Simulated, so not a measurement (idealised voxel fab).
The document below concerns the process module designated voxel self aligned vias.
The cross-section shown here is cut; it is 185 nm wide and divided into square cells measuring 5 nm on a side.
We lay out every cross-section as a grid of square cells and spell it out in bands from the top down, where one band means one or more rows of cells.
First you get the band's top height and its bottom height, in nm, and then the materials it's made of, left to right, with each width in nm. If you see a single material with "throughout", that one covers the band edge to edge. "empty" is empty space.
Height is counted from the level 0, under which the received wafer is composed throughout of one material. The lowest of the bands is not closed at the bottom but continues downward, in the notation "z 0 and below".
Quick explanation for "30 to 40": the width changes in equal steps down the rows of cells, from the first number in the band's top row to the second number in its bottom row.
The designation "no modification", where it is given for a processing step, indicates that no cell of the cross-section was altered in the course of that step.
Basically, "Cavities, sealed" tells you about the enclosed voids: empty spaces with no open way to the top, 8 cells or bigger, each written width x height at distance, where distance is from the left edge, all in nm.
Formally, on a step line, whatever follows the settings is a remark that the simulator itself makes on the step.
overlay nm: step with mask; distance mask lay right of planned place; negative value = left of planned place.

The steps planned for the process are as follows:
- 1: RECEIVE,material Si
- 2: CONFORMAL_DEP,material SiO2,thk nm 10
- 3: CONFORMAL_DEP,material SiCN,thk nm 5
- 4: DIRECTIONAL_DEP,material SiO2,thk nm 30
- 5: PATTERN,tone open,mask id LINES,material resist,width nm 20,pitch nm 55,thk nm 15,overlay nm 0
- 6: DIRECTIONAL_ETCH,etch materials SiO2,depth nm 30
- 7: STRIP,etch materials resist
- 8: CONFORMAL_DEP,material TiN,thk nm 5
- 9: FILL_DEP,material Ru,thk nm 10
- 10: CMP,height nm 45
- 11: SELECTIVE_ETCH,etch materials W Ru TiN,depth nm 5
- 12: FILL_DEP,material SiN,thk nm 10
- 13: CMP,height nm 45
- 14: DIRECTIONAL_DEP,material SiO2,thk nm 15
- 15: PATTERN,tone open,mask id VIAS,material resist,width nm 30,pitch nm 55,thk nm 20,overlay nm 0
- 16: DIRECTIONAL_ETCH,etch materials SiO2,depth nm 15
- 17: DIRECTIONAL_ETCH,etch materials SiN,depth nm 5
- 18: STRIP,etch materials resist
- 19: CONFORMAL_DEP,material TiN,thk nm 5
- 20: FILL_DEP,material Cu,thk nm 10
- 21: CMP,height nm 60
- 22: CONFORMAL_DEP,material SiN,thk nm 5

Wafer as received: cross-section following step 1:
    z 0 and below  Si throughout
    Cavities, sealed: none

Below is the wafer in cross-section after the module was completed. It began from the starting point shown above and followed the plan shown above, except that one mistake was made while running it:
    z 65 to 60  SiN throughout
    z 60 to 45  SiO2=50  TiN=5  Cu=20  TiN=5  SiO2=25  TiN=5  Cu=20  TiN=5  SiO2=50
    z 45 to 40  SiO2=50  TiN=30  SiO2=25  TiN=30  SiO2=50
    z 40 to 30  SiO2=50  TiN=10  Ru=10  TiN=10  SiO2=25  TiN=10  Ru=10  TiN=10  SiO2=50
    z 30 to 20  SiO2=55  TiN=5  Ru=10  TiN=5  SiO2=35  TiN=5  Ru=10  TiN=5  SiO2=55
    z 20 to 15  SiO2=55  TiN=20  SiO2=35  TiN=20  SiO2=55
    z 15 to 10  SiCN throughout
    z 10 to 0  SiO2 throughout
    z 0 and below  Si throughout
    Cavities, sealed: none
What went wrong in running the wafer? step 16 in the plan was executed twice
